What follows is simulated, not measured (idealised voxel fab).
Process module in this document: voxel wiring stack
Square cell edge 5 nm, section width 195 nm, ID cut.
Cross-section, as written here: a square-cell grid given band by band from the top down, where a band holds one or more rows of cells. A band entry consists of two parts. The first gives the height of the band's top and the height of its bottom, in nm. The rest lists the band's materials from left to right, each with its width in nm. A single material labelled with the word "edge to edge" fills the band from edge to edge, and the word "air" marks empty space. Height datum 0, below which the as-received substrate wafer is one material. Lowest band open at the bottom, running downward: "0 down". The two numbers in a width such as "30..40" mark its ends across the band: the first belongs to the top row of cells, the second to the bottom row, and from each row to the next the width moves by the same amount. "all unchanged" (step): cross-section cells unchanged, all of them. Heads up: "Completely enclosed voids" only lists the empty pockets with no open path to the top that are 8 cells or more, and it writes them as width x height at distance, distance from the left edge, in nm. What comes after the settings on a step's line is commentary from the simulator itself on that step. A step's line can hold "overlay nm"; with a mask on that step, the setting says how far right of the planned place the mask lay, while a negative setting says it lay to the left.
### plan
| 1 | RECEIVE,material Si |
| 2 | CONFORMAL_DEP,material SiO2,thk nm 15 |
| 3 | DIRECTIONAL_DEP,material TiN,thk nm 5 |
| 4 | DIRECTIONAL_DEP,material W,thk nm 15 |
| 5 | MASKED_ETCH,tone cover,mask id METAL_1,width nm 30,pitch nm 50,etch materials W,depth nm 15,overlay nm 0 |
| 6 | MASKED_ETCH,tone cover,mask id METAL_1,width nm 30,pitch nm 50,etch materials TiN,depth nm 5,overlay nm 0 |
| 7 | CONFORMAL_DEP,material SiN,thk nm 5 |
| 8 | FILL_DEP,material SiO2,thk nm 5 |
| 9 | CMP,height nm 35 |
| 10 | CONFORMAL_DEP,material SiCN,thk nm 5 |
| 11 | DIRECTIONAL_DEP,material SiO2,thk nm 10 |
| 12 | MASKED_ETCH,tone open,mask id PLUG_1,width nm 15,pitch nm 50,etch materials SiO2,depth nm 10,overlay nm 0 |
| 13 | MASKED_ETCH,tone open,mask id PLUG_1,width nm 15,pitch nm 50,etch materials SiCN,depth nm 5,overlay nm 0 |
| 14 | EPI,material Ru,thk nm 10 |
| 15 | EPI,material Ru,thk nm 5 |
| 16 | CONFORMAL_DEP,material SiN,thk nm 5 |
| 17 | DIRECTIONAL_DEP,material lowk,thk nm 10 |
| 18 | DIRECTIONAL_DEP,material aC,thk nm 15 |
| 19 | PATTERN,tone open,mask id METAL_2,material resist,width nm 30,pitch nm 50,thk nm 35,overlay nm 0 |
| 20 | DIRECTIONAL_ETCH,etch materials aC,depth nm 15 |
| 21 | STRIP,etch materials resist |
| 22 | DIRECTIONAL_ETCH,etch materials lowk,depth nm 20 |
| 23 | DIRECTIONAL_ETCH,etch materials SiN,depth nm 5 |
| 24 | STRIP,etch materials aC |
| 25 | CONFORMAL_DEP,material TiN,thk nm 5 |
| 26 | FILL_DEP,material Cu,thk nm 10 |
| 27 | CMP,height nm 75 |
| 28 | EPI,material Ru,thk nm 5 |
| 29 | FILL_DEP,material SiCN,thk nm 5 |
The thk nm used in step 17 is not the same on every wafer, whereas the starting condition is; the value printed in the plan is the first wafer's.
### Sectional view: first of several wafers, as received, after step 1
	0 down: Si edge to edge
	Completely enclosed voids: none
### After the module's final step, step 29: the first of several wafers in cross-section
	85 to 80: SiCN edge to edge
	80 to 75: Ru edge to edge
	75 to 70: Cu edge to edge
	70 to 65: TiN (35)  Cu (20)  TiN (30)  Cu (20)  TiN (30)  Cu (20)  TiN (40)
	65 to 55: lowk (30)  TiN (5)  Cu (20)  TiN (5)  lowk (20)  TiN (5)  Cu (20)  TiN (5)  lowk (20)  TiN (5)  Cu (20)  TiN (5)  lowk (35)
	55 to 50: SiN (30)  TiN (30)  SiN (20)  TiN (30)  SiN (20)  TiN (30)  SiN (35)
	50 to 40: SiO2 (30)  Ru (15)  SiO2 (35)  Ru (15)  SiO2 (35)  Ru (15)  SiO2 (50)
	40 to 35: SiCN (30)  Ru (15)  SiCN (35)  Ru (15)  SiCN (35)  Ru (15)  SiCN (50)
	35 to 20: SiO2 (25)  SiN (5)  W (30)  SiN (5)  SiO2 (10)  SiN (5)  W (30)  SiN (5)  SiO2 (10)  SiN (5)  W (30)  SiN (5)  SiO2 (30)
	20 to 15: SiN (30)  TiN (30)  SiN (20)  TiN (30)  SiN (20)  TiN (30)  SiN (35)
	15 to 0: SiO2 edge to edge
	0 down: Si edge to edge
	Completely enclosed voids: none
### Cross-sectional view, end of module, last wafer of several
	85 to 80: SiCN edge to edge
	80 to 75: SiCN (25)  Ru (40)  SiCN (10)  Ru (40)  SiCN (10)  Ru (40)  SiCN (30)
	75 to 70: lowk (30)  TiN (30)  lowk (20)  TiN (30)  lowk (20)  TiN (30)  lowk (35)
	70 to 55: lowk edge to edge
	55 to 50: SiN edge to edge
	50 to 40: SiO2 (30)  Ru (15)  SiO2 (35)  Ru (15)  SiO2 (35)  Ru (15)  SiO2 (50)
	40 to 35: SiCN (30)  Ru (15)  SiCN (35)  Ru (15)  SiCN (35)  Ru (15)  SiCN (50)
	35 to 20: SiO2 (25)  SiN (5)  W (30)  SiN (5)  SiO2 (10)  SiN (5)  W (30)  SiN (5)  SiO2 (10)  SiN (5)  W (30)  SiN (5)  SiO2 (30)
	20 to 15: SiN (30)  TiN (30)  SiN (20)  TiN (30)  SiN (20)  TiN (30)  SiN (35)
	15 to 0: SiO2 edge to edge
	0 down: Si edge to edge
	Completely enclosed voids: none
### Here is how to read the rows: every wafer has a row, and it shows the wafer at the end of the module, giving for each material how many cells were gained (+) or lost (-) since the wafer was received, then listing its closed voids
thk nm 10; +75 Cu; +66 Ru; +69 SiCN; +60 SiN; +222 SiO2; +75 TiN; +54 W; +42 lowk; Completely enclosed voids: none
thk nm 15; +48 Cu; +66 Ru; +69 SiCN; +60 SiN; +222 SiO2; +81 TiN; +54 W; +63 lowk; Completely enclosed voids: none
thk nm 20; +48 Cu; +51 Ru; +84 SiCN; +60 SiN; +222 SiO2; +60 TiN; +54 W; +84 lowk; Completely enclosed voids: none
thk nm 25; +24 Cu; +51 Ru; +84 SiCN; +78 SiN; +222 SiO2; +48 TiN; +54 W; +102 lowk; Completely enclosed voids: none
thk nm 30; +12 Cu; +51 Ru; +84 SiCN; +78 SiN; +222 SiO2; +42 TiN; +54 W; +120 lowk; Completely enclosed voids: none
thk nm 35; +51 Ru; +84 SiCN; +78 SiN; +222 SiO2; +36 TiN; +54 W; +138 lowk; Completely enclosed voids: none
